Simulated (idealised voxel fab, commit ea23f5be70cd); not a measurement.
Process module, titled voxel fin reveal
Cross-sectional view cut (width: 285 nm; square cell size: 5 nm).
Cross-section format: a grid of square cells, given as bands from top to bottom; each band is one or more rows of cells. For a band, the entry starts with two heights in nm, that of the top and then that of the bottom, and carries on with the band's materials in order from left to right, each alongside its width in nm; the word "edge to edge" beside a single material means it fills the band edge to edge, and "blank" means empty space. We count height from 0. Below that, the starting wafer is all one material. The lowest band never ends at the bottom but goes on down; see "from 0 down" for how that is written. When a width is written as two numbers, as in "30 to 40", the first number is the width in the top row of cells of the band and the second is the width in its bottom row, and the width changes by the same amount from each row to the next. The designation "no modifications", where it is given for a processing step, indicates that no cell of the cross-section was altered in the course of that step. Reported under the label "Cavities, closed" are the empty spaces having no open way to the top and comprising 8 cells or more; the notation for each is width x height at distance, in which the distance is measured from the left edge and all three values are in nm. Heads up: the bit after the settings on a step's line is the simulator's remark on that step. A step line may carry the setting "overlay nm", which, for steps involving a mask, states the distance by which the mask lay to the right of its intended position; negative values denote displacement to the left.
## Intended process steps
1. RECEIVE,material Si
2. CONFORMAL_DEP,material SiN,thk nm 10
3. MASKED_ETCH,tone cover,mask id FINS,width nm 15,pitch nm 35,etch materials SiN,depth nm 10,overlay nm 0
4. MASKED_ETCH,tone cover,mask id FINS,width nm 15,pitch nm 35,etch materials Si,depth nm 30,overlay nm 0
5. OXIDIZE,depth nm 5
6. FILL_DEP,material SiO2,thk nm 15
7. CMP,height nm 10
8. SELECTIVE_ETCH,etch materials SiO2,depth nm 30
9. STRIP,etch materials SiN
## The first of the two wafers, which ran as planned
## So this is the incoming wafer in cross-section - it's already been through step 1
	from 0 down = Si edge to edge
	Cavities, closed: none
## State of the wafer after step 2, shown in cross-section
	from 10 to 0 = SiN edge to edge
	Under 0: no change, same as before.
## State of the wafer after step 3, shown in cross-section
	from 10 to 0 = blank=115 | SiN=15 | blank=20 | SiN=15 | blank=120
	Under 0: no change, same as before.
## State of the wafer after step 4, shown in cross-section
	from 10 to 0 = blank=115 | SiN=15 | blank=20 | SiN=15 | blank=120
	from 0 to -30 = blank=115 | Si=15 | blank=20 | Si=15 | blank=120
	Under -30: no change, same as before.
## State of the wafer after step 5, shown in cross-section
	from 10 to 0 = blank=115 | SiN=15 | blank=20 | SiN=15 | blank=120
	from 0 to -30 = blank=115 | SiO2=5 | Si=5 | SiO2=5 | blank=20 | SiO2=5 | Si=5 | SiO2=5 | blank=120
	from -30 to -35 = SiO2=120 | Si=5 | SiO2=30 | Si=5 | SiO2=125
	Under -35: no change, same as before.
## State of the wafer after step 6, shown in cross-section
	from 25 to 10 = SiO2 edge to edge
	from 10 to 0 = SiO2=115 | SiN=15 | SiO2=20 | SiN=15 | SiO2=120
	from 0 to -35 = SiO2=120 | Si=5 | SiO2=30 | Si=5 | SiO2=125
	Under -35: no change, same as before.
## State of the wafer after step 7, shown in cross-section
	from 10 to 0 = SiO2=115 | SiN=15 | SiO2=20 | SiN=15 | SiO2=120
	Under 0: no change, same as before.
## State of the wafer after step 8, shown in cross-section
	from 10 to 0 = blank=115 | SiN=15 | blank=20 | SiN=15 | blank=120
	from 0 to -20 = blank=120 | Si=5 | blank=30 | Si=5 | blank=125
	Under -20: no change, same as before.
## State of the wafer after step 9, shown in cross-section
	from 0 to -20 = blank=120 | Si=5 | blank=30 | Si=5 | blank=125
	Under -20: no change, same as before.
## What follows concerns the second wafer, which started out like the first and was meant to follow the very same plan; one mistake crept in when it was run, but everything up to and including step 7 is the same as for the first wafer
## Cross-section of the second wafer at the time step 8 of the plan should have ended
	from 10 to 0 = SiO2=115 | blank=15 | SiO2=20 | blank=15 | SiO2=120
	Under 0: no change, same as before.
## Cross-section of the second wafer at the time step 9 of the plan should have ended
	from 0 to -20 = blank=120 | Si=5 | blank=30 | Si=5 | blank=125
	from -20 to -30 = SiO2=85 | blank=35 | Si=5 | blank=30 | Si=5 | blank=35 | SiO2=90
	Under -30: no change, same as before.
The plan and the run diverged here: steps 8 and 9 run out of order (swapped)
Final cells, second wafer relative to first, materials higher or lower: -40 SiO2
